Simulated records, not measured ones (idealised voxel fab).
voxel self aligned contacts: a process module
This is section cut - it's 240 nm across, gridded in 5 nm square cells.
Just so we're on the same page, the cross-sections are grids of square cells, and they're listed out in bands top to bottom, each band one or more rows deep. The band entry comprises the height of the band's top followed by the height of its bottom, expressed in nm, and subsequently the band's materials from left to right, each stated together with its width in nm. Where a single material is marked with the word "everywhere", that material fills the band from edge to edge. The word "empty" represents empty space. Height 0 is the level under which the wafer as received is all one material. The lowest band goes on downwards, as in "0 nm and below". A width such as "30->40" changes by the same amount from each row of cells to the next, from the band's top row to its bottom row. "no alteration" after a step means that no cell of the cross-section changed. What "Trapped voids" gives you is every empty space of 8 cells or more that is cut off from the top. Each appears as width x height at distance, with the distance taken from the left edge and width, height and distance all in nm. Post-settings text on a step line: simulator's own remark regarding the step. You can add "overlay nm" to a step's line. For a step with a mask, it describes how far the mask lay to the right of its planned position, and a negative number describes a lay to the left.

PROCESS STEPS - PLAN
| 1 | RECEIVE: material Si |
| 2 | CONFORMAL_DEP: material SiO2, thk nm 5 |
| 3 | DIRECTIONAL_DEP: material polySi, thk nm 20 |
| 4 | DIRECTIONAL_DEP: material SiN, thk nm 20 |
| 5 | MASKED_ETCH: tone cover, mask id GATE, width nm 25, pitch nm 65, etch materials SiN, depth nm 20, overlay nm 0 |
| 6 | MASKED_ETCH: tone cover, mask id GATE, width nm 25, pitch nm 65, etch materials polySi, depth nm 20, overlay nm 0 |
| 7 | CONFORMAL_DEP: material SiN, thk nm 10 |
| 8 | DIRECTIONAL_ETCH: etch materials SiN, depth nm 10 |
| 9 | FILL_DEP: material SiO2, thk nm 10 |
| 10 | CMP: height nm 50 |
| 11 | DIRECTIONAL_DEP: material aC, thk nm 15 |
| 12 | PATTERN: tone open, mask id CONTACT, material resist, width nm 50, pitch nm 65, thk nm 30, overlay nm 0 |
| 13 | DIRECTIONAL_ETCH: etch materials aC, depth nm 15 |
| 14 | STRIP: etch materials resist |
| 15 | DIRECTIONAL_ETCH: etch materials SiO2, depth nm 50 |
| 16 | STRIP: etch materials aC |
| 17 | CONFORMAL_DEP: material TiN, thk nm 5 |
| 18 | FILL_DEP: material Ru, thk nm 10 |
| 19 | CMP: height nm 50 |
| 20 | CONFORMAL_DEP: material SiN, thk nm 5 |

AS-RECEIVED STATE OF THE WAFER IN CROSS-SECTION, EQUIVALENT TO POST-STEP 1
* 0 nm and below  Si everywhere
* Trapped voids: none

WAFER AT MODULE END, IN SECTION. BEGAN AS ABOVE, PLANNED AS ABOVE, RUN WITH ONE MISTAKE
* 55 nm to 50 nm  SiN everywhere
* 50 nm to 45 nm  SiO2 30, SiN 45, TiN 5, Ru 10, TiN 5, SiN 45, TiN 5, Ru 10, TiN 5, SiN 45, SiO2 35
* 45 nm to 30 nm  SiO2 30, SiN 10, polySi 25, SiN 10, TiN 5, Ru 10, TiN 5, SiN 10, polySi 25, SiN 10, TiN 5, Ru 10, TiN 5, SiN 10, polySi 25, SiN 10, SiO2 35
* 30 nm to 25 nm  SiO2 30, SiN 10, polySi 25, SiN 10, TiN 20, SiN 10, polySi 25, SiN 10, TiN 20, SiN 10, polySi 25, SiN 10, SiO2 35
* 25 nm to 5 nm  polySi everywhere
* 5 nm to 0 nm  SiO2 everywhere
* 0 nm and below  Si everywhere
* Trapped voids: none
What went wrong in running the wafer? it should be noted that step 3 of the plan was executed twice
